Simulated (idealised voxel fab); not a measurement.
Process module in this document: voxel released beams
The cross-section shown here is cut; it is 200 nm wide and divided into square cells measuring 5 nm on a side.
Think of the cross-section as a grid of square cells. We describe it in bands, top to bottom, and each band covers one or more rows of those cells.
Band: top and bottom heights (nm) first, top before bottom; then materials from left to right, widths in nm. "edge to edge" marks a sole material filling the band edge to edge. "empty" denotes empty space.
It should be noted that heights are counted from 0, beneath which the wafer as supplied is of one material throughout, and that the lowest band possesses no lower boundary but continues downward, as written in "z 0 and below".
You'd read "30..40" like this: the band's top row of cells is as wide as the first number, its bottom row is as wide as the second, and going down, every row changes width by the same amount as the row before did.
Given "no modification" for a step, no cell of the cross-section differs between before and after that step.
"Closed empty spaces" lists enclosed empty spaces (at least 8 cells, no open path upward to the top), each as width x height at distance from the left edge, in nm.
On each step's line, the part that comes after the settings is the simulator's own comment on the step.
The "overlay nm" setting may appear on a step's line; for a step that uses a mask, it gives how far to the right of its planned position the mask lay, and a negative value indicates the left.

**Here's what the planned process steps look like**
- 1: RECEIVE, material Si
- 2: CONFORMAL_DEP, material Al2O3, thk nm 5
- 3: DIRECTIONAL_DEP, material SiO2, thk nm 15
- 4: DIRECTIONAL_DEP, material aC, thk nm 10
- 5: PATTERN, tone open, mask id ANCHOR, material resist, width nm 25, thk nm 30, overlay nm 0
- 6: DIRECTIONAL_ETCH, etch materials aC, depth nm 10
- 7: STRIP, etch materials resist
- 8: DIRECTIONAL_ETCH, etch materials SiO2, depth nm 15
- 9: STRIP, etch materials aC
- 10: CONFORMAL_DEP, material W, thk nm 10
- 11: PATTERN, tone cover, mask id BEAM, material resist, width nm 70, thk nm 15, overlay nm 0
- 12: DIRECTIONAL_ETCH, etch materials W, depth nm 10
- 13: STRIP, etch materials resist
- 14: STRIP, etch materials SiO2

**Wafer cross-section on receipt, i.e. after step 1**
> z 0 and below: Si edge to edge
> Closed empty spaces: none

**Cross-section: first of two wafers, module finished, run according to plan**
> z 30 to 20: empty 60 nm, then W 15 nm, then empty 5 nm, then W 50 nm, then empty 70 nm
> z 20 to 15: empty 65 nm, then W 10 nm, then empty 5 nm, then W 10 nm, then empty 110 nm
> z 15 to 5: empty 65 nm, then W 25 nm, then empty 110 nm
> z 5 to 0: Al2O3 edge to edge
> z 0 and below: Si edge to edge
> Closed empty spaces: none

**So this is wafer number two of the two, cut at the end of the module - it started where the first did and had the same plan, we just got one thing wrong running it**
> z 10 to 0: empty 60 nm, then W 70 nm, then empty 70 nm
> z 0 and below: Si edge to edge
> Closed empty spaces: none
Deviation from plan: step 9 off recipe, ran as STRIP, etch materials Al2O3
Final wafer comparison in cells, second versus first, more or fewer per material: Al2O3: 40 fewer; W: 12 fewer
